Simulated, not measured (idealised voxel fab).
Presented below is a process module, voxel capacitor over wiring.
The cross-section shown here is cut; it is 150 nm wide and divided into square cells measuring 5 nm on a side.
Cross-section spec: square-cell grid; bands listed top down; each band is one or more rows.
The band entry comprises the height of the band's top followed by the height of its bottom, expressed in nm, and subsequently the band's materials from left to right, each stated together with its width in nm. Where a single material is marked with the word "full width", that material fills the band from edge to edge. The word "air" represents empty space.
Heads up on the height convention: 0 is the point under which the incoming wafer is all one material, and the lowest band has no bottom, it just keeps going down, like "top 0, no bottom".
Note: "30 to 40" means the width goes from the first number (top row of the band) to the second number (bottom row) in equal steps per row of cells.
For the purposes of this document, the phrase "remains unaltered" attached to a step denotes that no cell within the cross-section was modified by that step.
The entry "Closed void table" lists the empty spaces that cover at least 8 cells and have no open path to the top. Each is written as width x height at distance, where the distance is measured from the left edge and all three values are in nm.
Where a step's line continues beyond its settings, the continuation is a remark by the simulator itself on that step.
overlay nm, on a step with a mask: how far to the right of its planned place the mask lay; to the left if negative
The process steps that were planned are listed below
| 1 | RECEIVE: material Si |
| 2 | CONFORMAL_DEP: material SiO2, thk nm 15 |
| 3 | CONFORMAL_DEP: material SiCN, thk nm 5 |
| 4 | DIRECTIONAL_DEP: material lowk, thk nm 20 |
| 5 | DIRECTIONAL_DEP: material aC, thk nm 15 |
| 6 | PATTERN: tone open, mask id METAL_1, material resist, width nm 20, pitch nm 90, thk nm 35, overlay nm 0 |
| 7 | DIRECTIONAL_ETCH: etch materials aC, depth nm 15 |
| 8 | STRIP: etch materials resist |
| 9 | DIRECTIONAL_ETCH: etch materials lowk, depth nm 20 |
| 10 | DIRECTIONAL_ETCH: etch materials SiCN, depth nm 5 |
| 11 | STRIP: etch materials aC |
| 12 | CONFORMAL_DEP: material TiN, thk nm 5 |
| 13 | FILL_DEP: material Cu, thk nm 10 |
| 14 | CMP: height nm 40 |
| 15 | CONFORMAL_DEP: material SiCN, thk nm 5 |
| 16 | DIRECTIONAL_DEP: material SiO2, thk nm 10 |
| 17 | DIRECTIONAL_DEP: material aC, thk nm 10 |
| 18 | PATTERN: tone open, mask id PLUG_1, material resist, width nm 15, thk nm 25, overlay nm 0 |
| 19 | DIRECTIONAL_ETCH: etch materials aC, depth nm 10 |
| 20 | STRIP: etch materials resist |
| 21 | DIRECTIONAL_ETCH: etch materials SiO2, depth nm 10 |
| 22 | DIRECTIONAL_ETCH: etch materials SiCN, depth nm 5 |
| 23 | STRIP: etch materials aC |
| 24 | EPI: material Ru, thk nm 10 |
| 25 | EPI: material Ru, thk nm 5 |
| 26 | DIRECTIONAL_DEP: material TiN, thk nm 10 |
| 27 | DIRECTIONAL_DEP: material SiN, thk nm 5 |
| 28 | DIRECTIONAL_DEP: material TiN, thk nm 10 |
| 29 | MASKED_ETCH: tone cover, mask id UPPER_PLATE, width nm 75, etch materials TiN, depth nm 10, overlay nm 0 |
| 30 | MASKED_ETCH: tone cover, mask id UPPER_PLATE, width nm 75, etch materials SiN, depth nm 5, overlay nm 0 |
| 31 | MASKED_ETCH: tone cover, mask id LOWER_PLATE, width nm 85, etch materials TiN, depth nm 10, overlay nm 0 |
| 32 | FILL_DEP: material SiO2, thk nm 15 |
| 33 | CMP: height nm 90 |
| 34 | MASKED_ETCH: tone open, mask id PLUG_2, width nm 15, etch materials SiO2, depth nm 10, overlay nm 0 |
| 35 | CONFORMAL_DEP: material TiN, thk nm 5 |
| 36 | FILL_DEP: material Cu, thk nm 10 |
| 37 | CMP: height nm 90 |
| 38 | CONFORMAL_DEP: material SiCN, thk nm 5 |
Wafers differ in width nm at step 18; plan lists the first wafer's value; identical starting state.
This is how the first of several wafers looked in cross-section when it arrived, which is after step 1
top 0, no bottom | Si full width
Closed void table: none
Basically each wafer gets a line in the table, showing it at the end of the module: material by material, the cells it gained (+) or lost (-) since we got it, then its closed voids
width nm 15 | +17 Cu | +9 Ru | +79 SiCN | +15 SiN | +269 SiO2 | +93 TiN | +88 lowk | Closed void table: none
width nm 20 | +17 Cu | +12 Ru | +78 SiCN | +15 SiN | +267 SiO2 | +93 TiN | +88 lowk | Closed void table: none
width nm 25 | +17 Cu | +15 Ru | +77 SiCN | +15 SiN | +265 SiO2 | +93 TiN | +88 lowk | Closed void table: none
width nm 30 | +17 Cu | +18 Ru | +76 SiCN | +15 SiN | +263 SiO2 | +93 TiN | +88 lowk | Closed void table: none
